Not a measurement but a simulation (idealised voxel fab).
Name of the process module below: voxel self aligned contacts
We display cut, a cross-section 200 nm in width whose square cells are each 5 nm.
Notation: cross-section as square-cell grid; stated in bands, top first, going down; one or more cell rows per band.
The band entry comprises the height of the band's top followed by the height of its bottom, expressed in nm, and subsequently the band's materials from left to right, each stated together with its width in nm. Where a single material is marked with the word "all across", that material fills the band from edge to edge. The word "empty" represents empty space.
For the purposes of this specification, 0 denotes the height below which the wafer in its as-received condition is composed wholly of one material, and the lowermost band, lacking a lower limit, extends downward without end, as expressed in "0 nm and below".
Width: "30..40" (first number = top row, second number = bottom row, same change from row to row of cells).
The cross-section has no changed cell in any step marked "remains unaltered".
"Voids, enclosed" specifies each empty space that is not open to the top and that occupies no fewer than 8 cells, using the form width x height at distance, the distance measured from the left edge and all three quantities in nm.
It should be noted that, on the line of a given step, the content following the step's settings is a remark produced by the simulator itself with respect to that step.
overlay nm: right-of-plan distance of the mask on a masked step; negative values mean left-of-plan.
Here's what the planned process steps look like
1,RECEIVE, material Si
2,OXIDIZE, depth nm 5
3,DIRECTIONAL_DEP, material polySi, thk nm 30
4,DIRECTIONAL_DEP, material SiN, thk nm 25
5,MASKED_ETCH, tone cover, mask id GATE, width nm 25, pitch nm 60, etch materials SiN, depth nm 25, overlay nm 0
6,MASKED_ETCH, tone cover, mask id GATE, width nm 25, pitch nm 60, etch materials polySi, depth nm 30, overlay nm 0
7,CONFORMAL_DEP, material SiN, thk nm 10
8,DIRECTIONAL_ETCH, etch materials SiN, depth nm 10
9,FILL_DEP, material SiO2, thk nm 15
10,CMP, height nm 65
11,MASKED_ETCH, tone open, mask id CONTACT, width nm 45, pitch nm 60, etch materials SiO2, depth nm 70, overlay nm 0
12,CONFORMAL_DEP, material TiN, thk nm 5
13,FILL_DEP, material W, thk nm 10
14,CMP, height nm 65
15,CONFORMAL_DEP, material SiCN, thk nm 5
The first of a set of two wafers, run to plan
As-received state of the wafer in cross-section, equivalent to post-step 1
* 0 nm and below | Si all across
* Voids, enclosed: none
Cross-section: wafer state after step 2
* 0 nm to -5 nm | SiO2 all across
* Unchanged below -5.
Cross-section: wafer state after step 3
* 30 nm to 0 nm | polySi all across
* Unchanged below 0.
Cross-section: wafer state after step 4
* 55 nm to 30 nm | SiN all across
* Unchanged below 30.
Cross-section: wafer state after step 5
* 55 nm to 30 nm | empty 25 / SiN 25 / empty 35 / SiN 25 / empty 35 / SiN 25 / empty 30
* Unchanged below 30.
Cross-section: wafer state after step 6
* 55 nm to 30 nm | empty 25 / SiN 25 / empty 35 / SiN 25 / empty 35 / SiN 25 / empty 30
* 30 nm to 0 nm | empty 25 / polySi 25 / empty 35 / polySi 25 / empty 35 / polySi 25 / empty 30
* Unchanged below 0.
Cross-section: wafer state after step 7
* 65 nm to 30 nm | empty 15 / SiN 45 / empty 15 / SiN 45 / empty 15 / SiN 45 / empty 20
* 30 nm to 10 nm | empty 15 / SiN 10 / polySi 25 / SiN 10 / empty 15 / SiN 10 / polySi 25 / SiN 10 / empty 15 / SiN 10 / polySi 25 / SiN 10 / empty 20
* 10 nm to 0 nm | SiN 25 / polySi 25 / SiN 35 / polySi 25 / SiN 35 / polySi 25 / SiN 30
* Unchanged below 0.
Cross-section: wafer state after step 8
* 55 nm to 30 nm | empty 15 / SiN 45 / empty 15 / SiN 45 / empty 15 / SiN 45 / empty 20
* 30 nm to 0 nm | empty 15 / SiN 10 / polySi 25 / SiN 10 / empty 15 / SiN 10 / polySi 25 / SiN 10 / empty 15 / SiN 10 / polySi 25 / SiN 10 / empty 20
* Unchanged below 0.
Cross-section: wafer state after step 9
* 70 nm to 55 nm | SiO2 all across
* 55 nm to 30 nm | SiO2 15 / SiN 45 / SiO2 15 / SiN 45 / SiO2 15 / SiN 45 / SiO2 20
* 30 nm to 0 nm | SiO2 15 / SiN 10 / polySi 25 / SiN 10 / SiO2 15 / SiN 10 / polySi 25 / SiN 10 / SiO2 15 / SiN 10 / polySi 25 / SiN 10 / SiO2 20
* Unchanged below 0.
Cross-section: wafer state after step 10
* 65 nm to 55 nm | SiO2 all across
* Unchanged below 55.
Cross-section: wafer state after step 11
* 65 nm to 55 nm | SiO2 45 / empty 45 / SiO2 15 / empty 45 / SiO2 50
* 55 nm to 30 nm | SiO2 15 / SiN 45 / empty 15 / SiN 45 / empty 15 / SiN 45 / SiO2 20
* 30 nm to 0 nm | SiO2 15 / SiN 10 / polySi 25 / SiN 10 / empty 15 / SiN 10 / polySi 25 / SiN 10 / empty 15 / SiN 10 / polySi 25 / SiN 10 / SiO2 20
* 0 nm to -5 nm | SiO2 60 / empty 15 / SiO2 45 / empty 15 / SiO2 65
* Unchanged below -5.
Cross-section: wafer state after step 12
* 70 nm to 65 nm | TiN 50 / empty 35 / TiN 25 / empty 35 / TiN 55
* 65 nm to 55 nm | SiO2 45 / TiN 5..20 / empty 35..5 / TiN 5..20 / SiO2 15 / TiN 5..20 / empty 35..5 / TiN 5..20 / SiO2 50
* 55 nm to 30 nm | SiO2 15 / SiN 45 / TiN 5 / empty 5 / TiN 5 / SiN 45 / TiN 5 / empty 5 / TiN 5 / SiN 45 / SiO2 20
* 30 nm to 0 nm | SiO2 15 / SiN 10 / polySi 25 / SiN 10 / TiN 5 / empty 5 / TiN 5 / SiN 10 / polySi 25 / SiN 10 / TiN 5 / empty 5 / TiN 5 / SiN 10 / polySi 25 / SiN 10 / SiO2 20
* 0 nm to -5 nm | SiO2 60 / TiN 15 / SiO2 45 / TiN 15 / SiO2 65
* Unchanged below -5.
Cross-section: wafer state after step 13
* 80 nm to 70 nm | W all across
* 70 nm to 65 nm | TiN 50 / W 35 / TiN 25 / W 35 / TiN 55
* 65 nm to 55 nm | SiO2 45 / TiN 5..20 / W 35..5 / TiN 5..20 / SiO2 15 / TiN 5..20 / W 35..5 / TiN 5..20 / SiO2 50
* 55 nm to 30 nm | SiO2 15 / SiN 45 / TiN 5 / W 5 / TiN 5 / SiN 45 / TiN 5 / W 5 / TiN 5 / SiN 45 / SiO2 20
* 30 nm to 0 nm | SiO2 15 / SiN 10 / polySi 25 / SiN 10 / TiN 5 / W 5 / TiN 5 / SiN 10 / polySi 25 / SiN 10 / TiN 5 / W 5 / TiN 5 / SiN 10 / polySi 25 / SiN 10 / SiO2 20
* Unchanged below 0.
Cross-section: wafer state after step 14
* 65 nm to 55 nm | SiO2 45 / TiN 5..20 / W 35..5 / TiN 5..20 / SiO2 15 / TiN 5..20 / W 35..5 / TiN 5..20 / SiO2 50
* Unchanged below 55.
Cross-section: wafer state after step 15
* 70 nm to 65 nm | SiCN all across
* Unchanged below 65.
Second wafer: like start, like plan, one mistake. Through step 4 it matches the first wafer
Second wafer, cross-section, planned end of step 5
* 55 nm to 35 nm | empty 25 / SiN 25 / empty 35 / SiN 25 / empty 35 / SiN 25 / empty 30
* Unchanged below 35.
Second wafer, cross-section, planned end of step 6: remains unaltered
Second wafer, cross-section, planned end of step 7
* 65 nm to 45 nm | empty 15 / SiN 45 / empty 15 / SiN 45 / empty 15 / SiN 45 / empty 20
* 45 nm to 30 nm | SiN all across
* Unchanged below 30.
Second wafer, cross-section, planned end of step 8
* 55 nm to 35 nm | empty 15 / SiN 45 / empty 15 / SiN 45 / empty 15 / SiN 45 / empty 20
* Unchanged below 35.
Second wafer, cross-section, planned end of step 9
* 70 nm to 55 nm | SiO2 all across
* 55 nm to 35 nm | SiO2 15 / SiN 45 / SiO2 15 / SiN 45 / SiO2 15 / SiN 45 / SiO2 20
* Unchanged below 35.
Second wafer, cross-section, planned end of step 10
* 65 nm to 55 nm | SiO2 all across
* Unchanged below 55.
Second wafer, cross-section, planned end of step 11
* 65 nm to 55 nm | SiO2 45 / empty 45 / SiO2 15 / empty 45 / SiO2 50
* 55 nm to 35 nm | SiO2 15 / SiN 45 / empty 15 / SiN 45 / empty 15 / SiN 45 / SiO2 20
* Unchanged below 35.
Second wafer, cross-section, planned end of step 12
* 70 nm to 65 nm | TiN 50 / empty 35 / TiN 25 / empty 35 / TiN 55
* 65 nm to 55 nm | SiO2 45 / TiN 5..20 / empty 35..5 / TiN 5..20 / SiO2 15 / TiN 5..20 / empty 35..5 / TiN 5..20 / SiO2 50
* 55 nm to 40 nm | SiO2 15 / SiN 45 / TiN 5 / empty 5 / TiN 5 / SiN 45 / TiN 5 / empty 5 / TiN 5 / SiN 45 / SiO2 20
* 40 nm to 35 nm | SiO2 15 / SiN 45 / TiN 15 / SiN 45 / TiN 15 / SiN 45 / SiO2 20
* Unchanged below 35.
Second wafer, cross-section, planned end of step 13
* 80 nm to 70 nm | W all across
* 70 nm to 65 nm | TiN 50 / W 35 / TiN 25 / W 35 / TiN 55
* 65 nm to 55 nm | SiO2 45 / TiN 5..20 / W 35..5 / TiN 5..20 / SiO2 15 / TiN 5..20 / W 35..5 / TiN 5..20 / SiO2 50
* 55 nm to 40 nm | SiO2 15 / SiN 45 / TiN 5 / W 5 / TiN 5 / SiN 45 / TiN 5 / W 5 / TiN 5 / SiN 45 / SiO2 20
* Unchanged below 40.
Second wafer, cross-section, planned end of step 14
* 65 nm to 55 nm | SiO2 45 / TiN 5..20 / W 35..5 / TiN 5..20 / SiO2 15 / TiN 5..20 / W 35..5 / TiN 5..20 / SiO2 50
* Unchanged below 55.
Second wafer, cross-section, planned end of step 15
* 70 nm to 65 nm | SiCN all across
* Unchanged below 65.
Which mistake was made when the wafer was run? the process deviated at step 5: the operation and settings actually run there were MASKED_ETCH, tone cover, mask id GATE, width nm 25, pitch nm 60, etch materials SiN, depth nm 20, overlay nm 0
Count the cells at the end and the second wafer has more or fewer of some materials than the first: SiN: 59 fewer | SiO2: 43 fewer | TiN: 32 fewer | W: 16 fewer | polySi: 150 more
